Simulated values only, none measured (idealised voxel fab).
You're looking at the process module voxel self aligned vias.
cross-section cut | 185 nm wide | cells 5 nm
Notation: cross-section as square-cell grid; stated in bands, top first, going down; one or more cell rows per band. The entry gives the band's vertical extent as a top height and a bottom height in nm, then its horizontal make-up as materials from left to right, each with a width in nm. "empty" stands for empty space; a single material marked "full width" fills the band edge to edge. Where do heights start? At 0: under that level the wafer as delivered is made of one material only. And the lowest band has no floor; it just carries on downward, as in "0 -> down". Width spec "30..40" -> top row of cells at first value, bottom row at second value, equal per-row change in between. "everything unchanged" for a step: no cell of the cross-section changed in that step. In the "Enclosed voids" entry, you get each enclosed empty space of 8 cells or more, one with no open way to the top, written width x height at distance, distance from the left edge, in nm. It should be noted that, on the line of a given step, the content following the step's settings is a remark produced by the simulator itself with respect to that step. overlay nm: mask offset rightward from planned place, masked step; negative means leftward offset.

-- Here's what the planned process steps look like
- 1: RECEIVE | material Si
- 2: CONFORMAL_DEP | material SiO2 | thk nm 10
- 3: CONFORMAL_DEP | material SiCN | thk nm 5
- 4: DIRECTIONAL_DEP | material SiO2 | thk nm 25
- 5: MASKED_ETCH | tone open | mask id LINES | width nm 20 | pitch nm 70 | etch materials SiO2 | depth nm 25 | overlay nm 0
- 6: CONFORMAL_DEP | material TiN | thk nm 5
- 7: FILL_DEP | material Ru | thk nm 10
- 8: CMP | height nm 40
- 9: SELECTIVE_ETCH | etch materials W Ru TiN | depth nm 10
- 10: FILL_DEP | material SiN | thk nm 10
- 11: CMP | height nm 40
- 12: DIRECTIONAL_DEP | material SiO2 | thk nm 15
- 13: DIRECTIONAL_DEP | material aC | thk nm 10
- 14: PATTERN | tone open | mask id VIAS | material resist | width nm 30 | pitch nm 70 | thk nm 25 | overlay nm 0
- 15: DIRECTIONAL_ETCH | etch materials aC | depth nm 10
- 16: STRIP | etch materials resist
- 17: DIRECTIONAL_ETCH | etch materials SiO2 | depth nm 15
- 18: DIRECTIONAL_ETCH | etch materials SiN | depth nm 10
- 19: STRIP | etch materials aC
- 20: CONFORMAL_DEP | material TiN | thk nm 5
- 21: FILL_DEP | material Ru | thk nm 5
- 22: CMP | height nm 55
- 23: CONFORMAL_DEP | material SiN | thk nm 5
What sets these wafers apart? The width nm at step 14. They all start alike, and the plan carries the first wafer's value.

-- As-received cross-section, first of several wafers, post step 1
	0 -> down | Si full width
	Enclosed voids: none

-- Below: a row per wafer. Contents at end of module: for every material, cells gained since receipt (+) or lost since receipt (-); then closed voids
width nm 30 | +32 Ru | +37 SiCN | +37 SiN | +294 SiO2 | +44 TiN | Enclosed voids: none
width nm 35 | +36 Ru | +37 SiCN | +37 SiN | +288 SiO2 | +46 TiN | Enclosed voids: none
width nm 40 | +40 Ru | +37 SiCN | +37 SiN | +282 SiO2 | +48 TiN | Enclosed voids: none
width nm 45 | +44 Ru | +37 SiCN | +37 SiN | +276 SiO2 | +50 TiN | Enclosed voids: none
width nm 50 | +48 Ru | +37 SiCN | +37 SiN | +270 SiO2 | +52 TiN | Enclosed voids: none
width nm 55 | +52 Ru | +37 SiCN | +37 SiN | +264 SiO2 | +54 TiN | Enclosed voids: none
